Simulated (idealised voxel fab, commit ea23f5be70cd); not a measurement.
process module | voxel self aligned vias
cross-section cut | 140 nm wide | cells 5 nm
A cross-section is a grid of square cells, given in bands from the top down. A band is one or more rows of cells.
Each band's line starts with the height of the band's top and of its bottom, in nm. Then come its materials from left to right, each with its width in nm. One material with "throughout" fills the band from edge to edge. "air" is empty space.
Height 0 is the level under which the wafer as received is all one material. The lowest band goes on downwards, as in "0 down".
A width such as "30 to 40" changes by the same amount from each row of cells to the next, from the band's top row to its bottom row.
"no change" after a step means that no cell of the cross-section changed.
closed voids: empty space of 8 cells or more with no open way to the top, each as width x height at its distance from the left edge, in nm
after a step's settings: what the simulator itself notes on the step
overlay nm, on a step with a mask: how far to the right of its planned place the mask lay; to the left if negative
plan
1 op RECEIVE | material Si
2 op CONFORMAL_DEP | material SiO2 | thk nm 10
3 op CONFORMAL_DEP | material SiCN | thk nm 5
4 op DIRECTIONAL_DEP | material lowk | thk nm 20
5 op MASKED_ETCH | tone open | mask id LINES | width nm 30 | pitch nm 70 | etch materials lowk | depth nm 20 | overlay nm 0
6 op CONFORMAL_DEP | material TiN | thk nm 5
7 op FILL_DEP | material Ru | thk nm 5
8 op CMP | height nm 35
9 op SELECTIVE_ETCH | etch materials W Ru TiN | depth nm 5
10 op FILL_DEP | material SiN | thk nm 10
11 op CMP | height nm 35
12 op DIRECTIONAL_DEP | material lowk | thk nm 20
13 op PATTERN | tone open | mask id VIAS | material resist | width nm 40 | thk nm 20 | overlay nm 0
14 op DIRECTIONAL_ETCH | etch materials lowk | depth nm 20
15 op DIRECTIONAL_ETCH | etch materials SiN | depth nm 5
16 op STRIP | etch materials resist
17 op CONFORMAL_DEP | material TiN | thk nm 5
18 op FILL_DEP | material Cu | thk nm 10
19 op CMP | height nm 55
20 op CONFORMAL_DEP | material SiCN | thk nm 5
first wafer, as planned
as received, after step 1
  0 down: Si throughout
  closed voids: none
after step 2
  10 to 0: SiO2 throughout
  below 0: unchanged
after step 3
  15 to 10: SiCN throughout
  below 10: unchanged
after step 4
  35 to 15: lowk throughout
  below 15: unchanged
after step 5
  35 to 15: lowk 20 | air 30 | lowk 40 | air 30 | lowk 20
  below 15: unchanged
after step 6
  40 to 35: TiN 25 | air 20 | TiN 50 | air 20 | TiN 25
  35 to 20: lowk 20 | TiN 5 | air 20 | TiN 5 | lowk 40 | TiN 5 | air 20 | TiN 5 | lowk 20
  20 to 15: lowk 20 | TiN 30 | lowk 40 | TiN 30 | lowk 20
  below 15: unchanged
after step 7
  45 to 40: Ru throughout
  40 to 35: TiN 25 | Ru 20 | TiN 50 | Ru 20 | TiN 25
  35 to 20: lowk 20 | TiN 5 | Ru 20 | TiN 5 | lowk 40 | TiN 5 | Ru 20 | TiN 5 | lowk 20
  below 20: unchanged
after step 8
  35 to 20: lowk 20 | TiN 5 | Ru 20 | TiN 5 | lowk 40 | TiN 5 | Ru 20 | TiN 5 | lowk 20
  below 20: unchanged
after step 9
  35 to 30: lowk 20 | air 30 | lowk 40 | air 30 | lowk 20
  below 30: unchanged
after step 10
  45 to 35: SiN throughout
  35 to 30: lowk 20 | SiN 30 | lowk 40 | SiN 30 | lowk 20
  below 30: unchanged
after step 11
  35 to 30: lowk 20 | SiN 30 | lowk 40 | SiN 30 | lowk 20
  below 30: unchanged
after step 12
  55 to 35: lowk throughout
  below 35: unchanged
after step 13
  75 to 55: resist 15 | air 40 | resist 85
  below 55: unchanged
after step 14
  75 to 55: resist 15 | air 40 | resist 85
  55 to 35: lowk 15 | air 40 | lowk 85
  below 35: unchanged
after step 15
  75 to 55: resist 15 | air 40 | resist 85
  55 to 35: lowk 15 | air 40 | lowk 85
  35 to 30: lowk 20 | air 30 | lowk 40 | SiN 30 | lowk 20
  below 30: unchanged
after step 16
  55 to 35: lowk 15 | air 40 | lowk 85
  below 35: unchanged
after step 17
  60 to 55: TiN 20 | air 30 | TiN 90
  55 to 40: lowk 15 | TiN 5 | air 30 | TiN 5 | lowk 85
  40 to 35: lowk 15 | TiN 10 | air 20 | TiN 10 | lowk 85
  35 to 30: lowk 20 | TiN 30 | lowk 40 | SiN 30 | lowk 20
  below 30: unchanged
after step 18
  70 to 60: Cu throughout
  60 to 55: TiN 20 | Cu 30 | TiN 90
  55 to 40: lowk 15 | TiN 5 | Cu 30 | TiN 5 | lowk 85
  40 to 35: lowk 15 | TiN 10 | Cu 20 | TiN 10 | lowk 85
  below 35: unchanged
after step 19
  55 to 40: lowk 15 | TiN 5 | Cu 30 | TiN 5 | lowk 85
  below 40: unchanged
after step 20
  60 to 55: SiCN throughout
  below 55: unchanged
second wafer: like start, like plan, one mistake. Through step 13 it matches the first wafer
when step 14 should have ended
  75 to 55: resist 15 | air 40 | resist 85
  55 to 35: lowk 15 | air 40 | lowk 85
  35 to 30: lowk 15 | air 5 | SiN 30 | air 5 | lowk 35 | SiN 30 | lowk 20
  30 to 20: lowk 15 | air 5 | TiN 5 | Ru 20 | TiN 5 | air 5 | lowk 35 | TiN 5 | Ru 20 | TiN 5 | lowk 20
  20 to 15: lowk 15 | air 5 | TiN 30 | air 5 | lowk 35 | TiN 30 | lowk 20
  below 15: unchanged
when step 15 should have ended
  75 to 55: resist 15 | air 40 | resist 85
  55 to 35: lowk 15 | air 40 | lowk 85
  35 to 30: lowk 15 | air 40 | lowk 35 | SiN 30 | lowk 20
  below 30: unchanged
when step 16 should have ended
  55 to 35: lowk 15 | air 40 | lowk 85
  below 35: unchanged
when step 17 should have ended
  60 to 55: TiN 20 | air 30 | TiN 90
  55 to 35: lowk 15 | TiN 5 | air 30 | TiN 5 | lowk 85
  35 to 30: lowk 15 | TiN 40 | lowk 35 | SiN 30 | lowk 20
  30 to 20: lowk 15 | TiN 10 | Ru 20 | TiN 10 | lowk 35 | TiN 5 | Ru 20 | TiN 5 | lowk 20
  20 to 15: lowk 15 | TiN 40 | lowk 35 | TiN 30 | lowk 20
  below 15: unchanged
when step 18 should have ended
  70 to 60: Cu throughout
  60 to 55: TiN 20 | Cu 30 | TiN 90
  55 to 35: lowk 15 | TiN 5 | Cu 30 | TiN 5 | lowk 85
  below 35: unchanged
when step 19 should have ended
  55 to 35: lowk 15 | TiN 5 | Cu 30 | TiN 5 | lowk 85
  below 35: unchanged
when step 20 should have ended
  60 to 55: SiCN throughout
  below 55: unchanged
what went wrong: step 14 was run twice
at the end the second wafer has, in cells: 2 more of Cu | 6 more of TiN | 8 fewer of lowk
